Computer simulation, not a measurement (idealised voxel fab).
process module | voxel plated lines
cross-section cut | 225 nm wide | cells 5 nm
A cross-section is a grid of square cells, given in bands from the top down. A band is one or more rows of cells.
Each band's line starts with the height of the band's top and of its bottom, in nm. Then come its materials from left to right, each with its width in nm. One material with "throughout" fills the band from edge to edge. "air" is empty space.
Height 0 is the level under which the wafer as received is all one material. The lowest band goes on downwards, as in "0 down".
A width such as "30 to 40" changes by the same amount from each row of cells to the next, from the band's top row to its bottom row.
"no change" after a step means that no cell of the cross-section changed.
closed voids: empty space of 8 cells or more with no open way to the top, each as width x height at its distance from the left edge, in nm
after a step's settings: what the simulator itself notes on the step
overlay nm, on a step with a mask: how far to the right of its planned place the mask lay; to the left if negative
plan
1 op RECEIVE | material Si
2 op CONFORMAL_DEP | material SiO2 | thk nm 10
3 op DIRECTIONAL_DEP | material TiN | thk nm 5
4 op PATTERN | tone open | mask id LINES | material resist | width nm 15 | pitch nm 35 | thk nm 20 | overlay nm 0
5 op EPI | material Ru | thk nm 5
6 op STRIP | etch materials resist
7 op DIRECTIONAL_ETCH | etch materials TiN | depth nm 5
8 op CONFORMAL_DEP | material SiO2 | thk nm 10
as received, after step 1
  0 down: Si throughout
  closed voids: none
first wafer at the end, as planned
  30 to 20: air 40 | SiO2 140 | air 45
  20 to 15: SiO2 50 | Ru 15 | SiO2 20 | Ru 15 | SiO2 20 | Ru 15 | SiO2 20 | Ru 15 | SiO2 55
  15 to 10: SiO2 50 | TiN 15 | SiO2 20 | TiN 15 | SiO2 20 | TiN 15 | SiO2 20 | TiN 15 | SiO2 55
  10 to 0: SiO2 throughout
  0 down: Si throughout
  closed voids: none
second wafer at the end: like start, like plan, one mistake
  20 to 10: air 40 | SiO2 140 | air 45
  10 to 5: SiO2 50 | Ru 15 | SiO2 20 | Ru 15 | SiO2 20 | Ru 15 | SiO2 20 | Ru 15 | SiO2 55
  5 to 0: SiO2 50 | TiN 15 | SiO2 20 | TiN 15 | SiO2 20 | TiN 15 | SiO2 20 | TiN 15 | SiO2 55
  0 down: Si throughout
  closed voids: none
what went wrong: step 2 was left out
at the end the second wafer has, in cells: 90 fewer of SiO2
